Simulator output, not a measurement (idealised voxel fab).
process module | voxel capacitor over wiring
cross-section cut | 165 nm wide | cells 5 nm
A cross-section is a grid of square cells, given in bands from the top down. A band is one or more rows of cells.
Each band's line starts with the height of the band's top and of its bottom, in nm. Then come its materials from left to right, each with its width in nm. One material with "throughout" fills the band from edge to edge. "air" is empty space.
Height 0 is the level under which the wafer as received is all one material. The lowest band goes on downwards, as in "0 down".
A width such as "30 to 40" changes by the same amount from each row of cells to the next, from the band's top row to its bottom row.
"no change" after a step means that no cell of the cross-section changed.
closed voids: empty space of 8 cells or more with no open way to the top, each as width x height at its distance from the left edge, in nm
after a step's settings: what the simulator itself notes on the step
overlay nm, on a step with a mask: how far to the right of its planned place the mask lay; to the left if negative
plan
1 op RECEIVE | material Si
2 op CONFORMAL_DEP | material SiO2 | thk nm 15
3 op DIRECTIONAL_DEP | material TiN | thk nm 5
4 op DIRECTIONAL_DEP | material W | thk nm 15
5 op PATTERN | tone cover | mask id METAL_1 | material resist | width nm 30 | pitch nm 90 | thk nm 20 | overlay nm 0
6 op DIRECTIONAL_ETCH | etch materials W | depth nm 15
7 op DIRECTIONAL_ETCH | etch materials TiN | depth nm 5
8 op STRIP | etch materials resist
9 op CONFORMAL_DEP | material SiN | thk nm 5
10 op FILL_DEP | material lowk | thk nm 5
11 op CMP | height nm 35
12 op CONFORMAL_DEP | material SiCN | thk nm 5
13 op DIRECTIONAL_DEP | material lowk | thk nm 10
14 op PATTERN | tone open | mask id PLUG_1 | material resist | width nm 15 | thk nm 15 | overlay nm 0
15 op DIRECTIONAL_ETCH | etch materials lowk | depth nm 10
16 op DIRECTIONAL_ETCH | etch materials SiCN | depth nm 5
17 op STRIP | etch materials resist
18 op CONFORMAL_DEP | material TiN | thk nm 5
19 op FILL_DEP | material Cu | thk nm 5
20 op CMP | height nm 50
21 op DIRECTIONAL_DEP | material TiN | thk nm 10
22 op DIRECTIONAL_DEP | material SiN | thk nm 5
23 op DIRECTIONAL_DEP | material TiN | thk nm 5
24 op MASKED_ETCH | tone cover | mask id UPPER_PLATE | width nm 65 | etch materials TiN | depth nm 5 | overlay nm 0
25 op MASKED_ETCH | tone cover | mask id UPPER_PLATE | width nm 65 | etch materials SiN | depth nm 5 | overlay nm 0
26 op DIRECTIONAL_DEP | material aC | thk nm 10
27 op PATTERN | tone cover | mask id LOWER_PLATE | material resist | width nm 75 | thk nm 30 | overlay nm 0
28 op DIRECTIONAL_ETCH | etch materials aC | depth nm 10
29 op STRIP | etch materials resist
30 op DIRECTIONAL_ETCH | etch materials TiN | depth nm 10
31 op STRIP | etch materials aC
32 op FILL_DEP | material SiO2 | thk nm 20
33 op CMP | height nm 85
34 op DIRECTIONAL_DEP | material aC | thk nm 10
35 op PATTERN | tone open | mask id PLUG_2 | material resist | width nm 15 | thk nm 25 | overlay nm 0
36 op DIRECTIONAL_ETCH | etch materials aC | depth nm 10
37 op STRIP | etch materials resist
38 op DIRECTIONAL_ETCH | etch materials SiO2 | depth nm 15
39 op STRIP | etch materials aC
40 op CONFORMAL_DEP | material TiN | thk nm 5
41 op FILL_DEP | material Cu | thk nm 10
42 op CMP | height nm 85
43 op CONFORMAL_DEP | material SiN | thk nm 5
as received, after step 1
  0 down: Si throughout
  closed voids: none
a wafer at the end: this start, this plan, one mistake
  90 to 85: SiN throughout
  85 to 75: SiO2 45 | TiN 5 | Cu 5 | TiN 5 | SiO2 105
  75 to 65: SiO2 45 to 35 | TiN 15 to 65 | SiO2 105 to 65
  65 to 60: SiO2 35 | SiN 65 | SiO2 65
  60 to 50: SiO2 30 | TiN 75 | SiO2 60
  50 to 40: lowk 35 | TiN 5 | Cu 5 | TiN 5 | lowk 115
  40 to 35: SiCN 35 | TiN 15 | SiCN 115
  35 to 30: SiN 20 | TiN 30 | SiN 60 | TiN 30 | SiN 25
  30 to 0: SiO2 throughout
  0 down: Si throughout
  closed voids: none
what went wrong: step 2 was run twice
